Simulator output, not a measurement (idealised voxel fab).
A process module follows: voxel self aligned vias.
Section shown: cut. Width: 155 nm. Cell size: 5 nm, square.
Format of a cross-section: grid, square cells. Given as bands. Order: top down. Band: one or more rows of cells. It is stipulated that each band's entry specify, in nanometres, the height of the top of the band and then that of its bottom, followed by the materials of the band in left-to-right sequence, each together with its width in nanometres. A single material marked by the word "full width" is understood to fill the band from edge to edge; the word "air" is understood to denote empty space. Convention: height 0 is the level below which the wafer, as received, is all one material. The lowest band does not terminate at the bottom but continues downward, represented as "0..down". When a width is written as two numbers, as in "30->40", the first number is the width in the top row of cells of the band and the second is the width in its bottom row, and the width changes by the same amount from each row to the next. Key: "changes: none" - step with no changed cell in the cross-section. For the entry "Completely sealed voids", the listed items are empty spaces with no open way to the top whose size is 8 cells or more; each item follows the pattern width x height at distance, where distance is from the left edge and all three are in nm. Note: text after step settings on the step line = simulator remark on that step. The setting "overlay nm" may be written on the line of a step. When the step uses a mask, the value reports how far to the right of the planned place the mask lay, and a negative value reports that it lay to the left.
### The planned process steps are enumerated hereunder
1. RECEIVE | material Si
2. CONFORMAL_DEP | material SiO2 | thk nm 15
3. CONFORMAL_DEP | material SiCN | thk nm 5
4. DIRECTIONAL_DEP | material SiO2 | thk nm 25
5. PATTERN | tone open | mask id LINES | material resist | width nm 30 | pitch nm 55 | thk nm 15 | overlay nm 0
6. DIRECTIONAL_ETCH | etch materials SiO2 | depth nm 25
7. STRIP | etch materials resist
8. CONFORMAL_DEP | material TiN | thk nm 5
9. FILL_DEP | material W | thk nm 10
10. CMP | height nm 45
11. SELECTIVE_ETCH | etch materials W Ru TiN | depth nm 5
12. FILL_DEP | material SiN | thk nm 10
13. CMP | height nm 45
14. DIRECTIONAL_DEP | material SiO2 | thk nm 15
15. MASKED_ETCH | tone open | mask id VIAS | width nm 40 | pitch nm 55 | etch materials SiO2 | depth nm 15 | overlay nm 0
16. MASKED_ETCH | tone open | mask id VIAS | width nm 40 | pitch nm 55 | etch materials SiN | depth nm 5 | overlay nm 0
17. CONFORMAL_DEP | material TiN | thk nm 5
18. FILL_DEP | material Ru | thk nm 10
19. CMP | height nm 60
20. CONFORMAL_DEP | material SiCN | thk nm 5
### Incoming wafer in cross-section (state: after step 1)
- 0..down: Si full width
- Completely sealed voids: none
### Sectioned view, first of two wafers, at the close of the module, processed as intended in the plan
- 65..60: SiCN full width
- 60..50: SiO2=30; TiN=5; Ru=30; TiN=5; SiO2=15; TiN=5; Ru=30; TiN=5; SiO2=30
- 50..45: SiO2=30; TiN=10; Ru=20; TiN=10; SiO2=15; TiN=10; Ru=20; TiN=10; SiO2=30
- 45..40: SiO2=35; TiN=30; SiO2=25; TiN=30; SiO2=35
- 40..25: SiO2=35; TiN=5; W=20; TiN=5; SiO2=25; TiN=5; W=20; TiN=5; SiO2=35
- 25..20: SiO2=35; TiN=30; SiO2=25; TiN=30; SiO2=35
- 20..15: SiCN full width
- 15..0: SiO2 full width
- 0..down: Si full width
- Completely sealed voids: none
### Second wafer through the module, sectioned at the end: same beginning and same plan as the first wafer, with one mistake in carrying it out
- 65..60: SiCN full width
- 60..50: SiO2=40; TiN=5; Ru=30; TiN=5; SiO2=15; TiN=5; Ru=30; TiN=5; SiO2=20
- 50..45: SiO2=40; TiN=5; Ru=15; TiN=20; SiO2=15; TiN=5; Ru=15; TiN=20; SiO2=20
- 45..40: SiO2=35; SiN=5; TiN=25; SiO2=25; SiN=5; TiN=25; SiO2=35
- 40..25: SiO2=35; TiN=5; W=20; TiN=5; SiO2=25; TiN=5; W=20; TiN=5; SiO2=35
- 25..20: SiO2=35; TiN=30; SiO2=25; TiN=30; SiO2=35
- 20..15: SiCN full width
- 15..0: SiO2 full width
- 0..down: Si full width
- Completely sealed voids: none
What was done differently from what was planned? step 15 ran as: MASKED_ETCH | tone open | mask id VIAS | width nm 40 | pitch nm 55 | etch materials SiO2 | depth nm 15 | overlay nm 10
The second wafer ends with more or fewer cells of some materials than the first, per final count: 2 fewer of Ru | 2 more of SiN
